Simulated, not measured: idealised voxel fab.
Name of the process module below: voxel transistor to metal
In the cross-section labelled cut, the width is 185 nm and each square cell is 5 nm.
In this document a cross-section is written as a grid of square cells. It is given as a series of bands, listed from the top down, and a band is one or more rows of cells. Read a band's entry like this: the first values are the height of its top and the height of its bottom in nm, and what follows is the sequence of materials from left to right, each with its width in nm. Note that "empty" is empty space, and that a single material marked "all across" reaches across the band from edge to edge. We count height from 0. Below that, the starting wafer is all one material. The lowest band never ends at the bottom but goes on down; see "0 -> down" for how that is written. Think of "30..40" as a width that walks from the first number to the second as you go down the band, top row to bottom row, taking equal-sized steps from row to row. Any step labelled "everything unchanged" changed none of the cells in the cross-section. In the "Voids, enclosed" entry, you get each enclosed empty space of 8 cells or more, one with no open way to the top, written width x height at distance, distance from the left edge, in nm. On a step's line, text after the settings is the simulator commenting on that step. For masked steps, "overlay nm" on the step line gives how far right of plan the mask actually lay; a minus sign means it lay to the left.
List of planned process steps:
1 RECEIVE with material Si
2 CONFORMAL_DEP with material SiO2, thk nm 5
3 CONFORMAL_DEP with material SiN, thk nm 15
4 DIRECTIONAL_DEP with material aC, thk nm 15
5 PATTERN with tone cover, mask id ACTIVE, material resist, width nm 95, thk nm 30, overlay nm 0
6 DIRECTIONAL_ETCH with etch materials aC, depth nm 15
7 STRIP with etch materials resist
8 DIRECTIONAL_ETCH with etch materials SiN, depth nm 15
9 DIRECTIONAL_ETCH with etch materials SiO2, depth nm 5
10 DIRECTIONAL_ETCH with etch materials Si, depth nm 35
11 STRIP with etch materials aC
12 OXIDIZE with depth nm 5
13 FILL_DEP with material SiO2, thk nm 10
14 CMP with height nm 20
15 SELECTIVE_ETCH with etch materials SiO2, depth nm 15
16 STRIP with etch materials SiN
17 SELECTIVE_ETCH with etch materials SiO2, depth nm 5
18 OXIDIZE with depth nm 5
19 DIRECTIONAL_DEP with material polySi, thk nm 20
20 DIRECTIONAL_DEP with material SiCN, thk nm 10
21 MASKED_ETCH with tone cover, mask id GATE, width nm 25, etch materials SiCN, depth nm 20, overlay nm 0
22 MASKED_ETCH with tone cover, mask id GATE, width nm 25, etch materials polySi, depth nm 30, overlay nm 0
23 CONFORMAL_DEP with material SiN, thk nm 5
24 DIRECTIONAL_ETCH with etch materials SiN, depth nm 5
25 DIRECTIONAL_ETCH with etch materials SiO2, depth nm 5
26 DIRECTIONAL_ETCH with etch materials Si, depth nm 10
27 EPI with material SiGe, thk nm 10
28 FILL_DEP with material SiO2, thk nm 10
29 CMP with height nm 20
30 STRIP with etch materials polySi
31 SELECTIVE_ETCH with etch materials SiO2, depth nm 5
32 CONFORMAL_DEP with material HfO2, thk nm 5
33 CONFORMAL_DEP with material TiN, thk nm 5
34 FILL_DEP with material W, thk nm 10
35 CMP with height nm 15
36 DIRECTIONAL_DEP with material SiO2, thk nm 15
37 DIRECTIONAL_DEP with material aC, thk nm 15
38 PATTERN with tone open, mask id CONTACT, material resist, width nm 15, pitch nm 70, thk nm 35, overlay nm 0
39 DIRECTIONAL_ETCH with etch materials aC, depth nm 15
40 STRIP with etch materials resist
41 DIRECTIONAL_ETCH with etch materials SiO2, depth nm 35
42 STRIP with etch materials aC
43 CONFORMAL_DEP with material TiN, thk nm 5
44 FILL_DEP with material W, thk nm 10
45 CMP with height nm 30
46 DIRECTIONAL_DEP with material TiN, thk nm 5
47 DIRECTIONAL_DEP with material W, thk nm 25
48 MASKED_ETCH with tone cover, mask id METAL_1, width nm 15, pitch nm 70, etch materials W, depth nm 25, overlay nm 0
49 MASKED_ETCH with tone cover, mask id METAL_1, width nm 15, pitch nm 70, etch materials TiN, depth nm 5, overlay nm 0
50 CONFORMAL_DEP with material SiN, thk nm 5
51 FILL_DEP with material SiO2, thk nm 10
52 CMP with height nm 60
53 CONFORMAL_DEP with material SiCN, thk nm 5
The cross-section here shows the wafer as received, i.e. in its state after step 1:
* 0 -> down  Si all across
* Voids, enclosed: none
End-of-module cross-section of the first of two wafers, processed as planned:
* 65 -> 60  SiCN all across
* 60 -> 35  45 of SiO2 / 5 of SiN / 15 of W / 5 of SiN / 45 of SiO2 / 5 of SiN / 15 of W / 5 of SiN / 45 of SiO2
* 35 -> 30  50 of SiN / 15 of TiN / 55 of SiN / 15 of TiN / 50 of SiN
* 30 -> 15  50 of SiO2 / 5 of TiN / 5 of W / 5 of TiN / 55 of SiO2 / 5 of TiN / 5 of W / 5 of TiN / 50 of SiO2
* 15 -> 5  50 of SiO2 / 5 of TiN / 5 of W / 5 of TiN / 10 of SiO2 / 5 of SiN / 5 of HfO2 / 5 of TiN / 5 of W / 5 of TiN / 5 of HfO2 / 5 of SiN / 10 of SiO2 / 5 of TiN / 5 of W / 5 of TiN / 50 of SiO2
* 5 -> 0  50 of SiO2 / 5 of TiN / 5 of W / 5 of TiN / 10 of SiGe / 5 of SiN / 5 of HfO2 / 15 of TiN / 5 of HfO2 / 5 of SiN / 10 of SiGe / 5 of TiN / 5 of W / 5 of TiN / 50 of SiO2
* 0 -> -5  50 of SiO2 / 15 of TiN / 10 of SiGe / 35 of HfO2 / 10 of SiGe / 15 of TiN / 50 of SiO2
* -5 -> -15  50 of SiO2 / 25 of SiGe / 35 of Si / 25 of SiGe / 50 of SiO2
* -15 -> -40  50 of SiO2 / 85 of Si / 50 of SiO2
* -40 -> down  Si all across
* Voids, enclosed: none
second wafer at the end: like start, like plan, one mistake:
* 65 -> 60  SiCN all across
* 60 -> 35  45 of SiO2 / 5 of SiN / 15 of W / 5 of SiN / 45 of SiO2 / 5 of SiN / 15 of W / 5 of SiN / 45 of SiO2
* 35 -> 30  50 of SiN / 15 of TiN / 55 of SiN / 15 of TiN / 50 of SiN
* 30 -> 15  50 of SiO2 / 5 of TiN / 5 of W / 5 of TiN / 55 of SiO2 / 5 of TiN / 5 of W / 5 of TiN / 50 of SiO2
* 15 -> 10  50 of SiO2 / 15 of TiN / 10 of SiO2 / 5 of SiN / 5 of HfO2 / 5 of TiN / 5 of W / 5 of TiN / 5 of HfO2 / 5 of SiN / 10 of SiO2 / 15 of TiN / 50 of SiO2
* 10 -> 5  75 of SiO2 / 5 of SiN / 5 of HfO2 / 5 of TiN / 5 of W / 5 of TiN / 5 of HfO2 / 5 of SiN / 75 of SiO2
* 5 -> 0  65 of SiO2 / 10 of SiGe / 5 of SiN / 5 of HfO2 / 15 of TiN / 5 of HfO2 / 5 of SiN / 10 of SiGe / 65 of SiO2
* 0 -> -5  65 of SiO2 / 10 of SiGe / 35 of HfO2 / 10 of SiGe / 65 of SiO2
* -5 -> -15  50 of SiO2 / 25 of SiGe / 35 of Si / 25 of SiGe / 50 of SiO2
* -15 -> -40  50 of SiO2 / 85 of Si / 50 of SiO2
* -40 -> down  Si all across
* Voids, enclosed: none
Processing error: step 36 of the plan saw execution twice
at the end the second wafer has, in cells: 18 more of SiO2; 12 fewer of TiN; 6 fewer of W
